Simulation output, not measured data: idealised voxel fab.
Proc. module: voxel spacer lines
Section shown: cut. Width: 240 nm. Cell size: 5 nm, square.
How to read a cross-section here: the picture is a grid of square cells, written as bands going from the top down, and any band can span one or more rows of cells. A band entry consists of two parts. The first gives the height of the band's top and the height of its bottom, in nm. The rest lists the band's materials from left to right, each with its width in nm. A single material labelled with the word "all across" fills the band from edge to edge, and the word "empty" marks empty space. Zero point of the height axis is 0; under it, received wafer = one material. Lowest band: continues down indefinitely, "0 down". Read "30->40" as a graded width: first number on top, second number at the bottom, same change between each pair of neighbouring rows. It should be understood that the words "identical to before", when stated for a given step, signify that the cross-section underwent no change in any of its cells during that step. The list in "Non-vented voids" covers empty spaces of 8 cells or more that cannot reach the top through any open way, and it gives each as width x height at distance; the distance is from the left edge, and width, height and distance are in nm. On a step's line, text after the settings is the simulator commenting on that step. A step's line can hold "overlay nm"; with a mask on that step, the setting says how far right of the planned place the mask lay, while a negative setting says it lay to the left.
The planned process steps are enumerated hereunder
| 1 | RECEIVE, material Si |
| 2 | CONFORMAL_DEP, material SiO2, thk nm 5 |
| 3 | DIRECTIONAL_DEP, material TiN, thk nm 20 |
| 4 | DIRECTIONAL_DEP, material aC, thk nm 20 |
| 5 | PATTERN, tone cover, mask id MANDREL, material resist, width nm 20, pitch nm 70, thk nm 30, overlay nm 0 |
| 6 | DIRECTIONAL_ETCH, etch materials aC, depth nm 20 |
| 7 | STRIP, etch materials resist |
| 8 | CONFORMAL_DEP, material SiN, thk nm 15 |
| 9 | DIRECTIONAL_ETCH, etch materials SiN, depth nm 15 |
| 10 | STRIP, etch materials aC |
| 11 | DIRECTIONAL_ETCH, etch materials TiN, depth nm 20 |
| 12 | STRIP, etch materials SiN |
| 13 | FILL_DEP, material SiO2, thk nm 5 |
| 14 | CMP, height nm 25 |
First wafer, as planned
Cross-section: wafer on arrival = after step 1
> 0 down: Si all across
> Non-vented voids: none
The wafer, seen in cross-section, after step 2
> 5 to 0: SiO2 all across
> Below 0 it's all the same as before, nothing changed down there.
The wafer, seen in cross-section, after step 3
> 25 to 5: TiN all across
> Below 5 it's all the same as before, nothing changed down there.
The wafer, seen in cross-section, after step 4
> 45 to 25: aC all across
> Below 25 it's all the same as before, nothing changed down there.
The wafer, seen in cross-section, after step 5
> 75 to 45: empty 75 / resist 20 / empty 50 / resist 20 / empty 75
> Below 45 it's all the same as before, nothing changed down there.
The wafer, seen in cross-section, after step 6
> 55 to 45: empty 75 / resist 20 / empty 50 / resist 20 / empty 75
> 45 to 25: empty 75 / aC 20 / empty 50 / aC 20 / empty 75
> Below 25 it's all the same as before, nothing changed down there.
The wafer, seen in cross-section, after step 7
> 45 to 25: empty 75 / aC 20 / empty 50 / aC 20 / empty 75
> Below 25 it's all the same as before, nothing changed down there.
The wafer, seen in cross-section, after step 8
> 60 to 45: empty 60 / SiN 50 / empty 20 / SiN 50 / empty 60
> 45 to 40: empty 60 / SiN 15 / aC 20 / SiN 15 / empty 20 / SiN 15 / aC 20 / SiN 15 / empty 60
> 40 to 25: SiN 75 / aC 20 / SiN 50 / aC 20 / SiN 75
> Below 25 it's all the same as before, nothing changed down there.
The wafer, seen in cross-section, after step 9
> 45 to 25: empty 60 / SiN 15 / aC 20 / SiN 15 / empty 20 / SiN 15 / aC 20 / SiN 15 / empty 60
> Below 25 it's all the same as before, nothing changed down there.
The wafer, seen in cross-section, after step 10
> 45 to 25: empty 60 / SiN 15 / empty 20 / SiN 15 / empty 20 / SiN 15 / empty 20 / SiN 15 / empty 60
> Below 25 it's all the same as before, nothing changed down there.
The wafer, seen in cross-section, after step 11
> 45 to 25: empty 60 / SiN 15 / empty 20 / SiN 15 / empty 20 / SiN 15 / empty 20 / SiN 15 / empty 60
> 25 to 5: empty 60 / TiN 15 / empty 20 / TiN 15 / empty 20 / TiN 15 / empty 20 / TiN 15 / empty 60
> Below 5 it's all the same as before, nothing changed down there.
The wafer, seen in cross-section, after step 12
> 25 to 5: empty 60 / TiN 15 / empty 20 / TiN 15 / empty 20 / TiN 15 / empty 20 / TiN 15 / empty 60
> Below 5 it's all the same as before, nothing changed down there.
The wafer, seen in cross-section, after step 13
> 30 to 25: SiO2 all across
> 25 to 5: SiO2 60 / TiN 15 / SiO2 20 / TiN 15 / SiO2 20 / TiN 15 / SiO2 20 / TiN 15 / SiO2 60
> Below 5 it's all the same as before, nothing changed down there.
The wafer, seen in cross-section, after step 14
> 25 to 5: SiO2 60 / TiN 15 / SiO2 20 / TiN 15 / SiO2 20 / TiN 15 / SiO2 20 / TiN 15 / SiO2 60
> Below 5 it's all the same as before, nothing changed down there.
The second wafer began exactly as the first did and followed the same plan, but one mistake was made while running it; through step 2 inclusive, the two wafers are identical
Second wafer profile in section, at the moment step 3 of the plan was meant to be complete
> 25 to 5: aC all across
> Below 5 it's all the same as before, nothing changed down there.
Second wafer profile in section, at the moment step 4 of the plan was meant to be complete
> 45 to 25: TiN all across
> Below 25 it's all the same as before, nothing changed down there.
Second wafer profile in section, at the moment step 5 of the plan was meant to be complete
> 75 to 45: empty 75 / resist 20 / empty 50 / resist 20 / empty 75
> Below 45 it's all the same as before, nothing changed down there.
Second wafer profile in section, at the moment step 6 of the plan was meant to be complete
> 55 to 45: empty 75 / resist 20 / empty 50 / resist 20 / empty 75
> Below 45 it's all the same as before, nothing changed down there.
Second wafer profile in section, at the moment step 7 of the plan was meant to be complete
> 45 to 25: TiN all across
> Below 25 it's all the same as before, nothing changed down there.
Second wafer profile in section, at the moment step 8 of the plan was meant to be complete
> 60 to 45: SiN all across
> Below 45 it's all the same as before, nothing changed down there.
Second wafer profile in section, at the moment step 9 of the plan was meant to be complete
> 45 to 25: TiN all across
> Below 25 it's all the same as before, nothing changed down there.
Second wafer profile in section, at the moment step 10 of the plan was meant to be complete: identical to before
Second wafer profile in section, at the moment step 11 of the plan was meant to be complete
> 25 to 5: aC all across
> Below 5 it's all the same as before, nothing changed down there.
Second wafer profile in section, at the moment step 12 of the plan was meant to be complete: identical to before
Second wafer profile in section, at the moment step 13 of the plan was meant to be complete
> 30 to 25: SiO2 all across
> Below 25 it's all the same as before, nothing changed down there.
Second wafer profile in section, at the moment step 14 of the plan was meant to be complete
> 25 to 5: aC all across
> Below 5 it's all the same as before, nothing changed down there.
Deviation from plan: ran 3 and 4 in swapped order versus the plan
Materials where the second wafer ends with more or fewer cells than the first: -144 SiO2 | -48 TiN | +192 aC
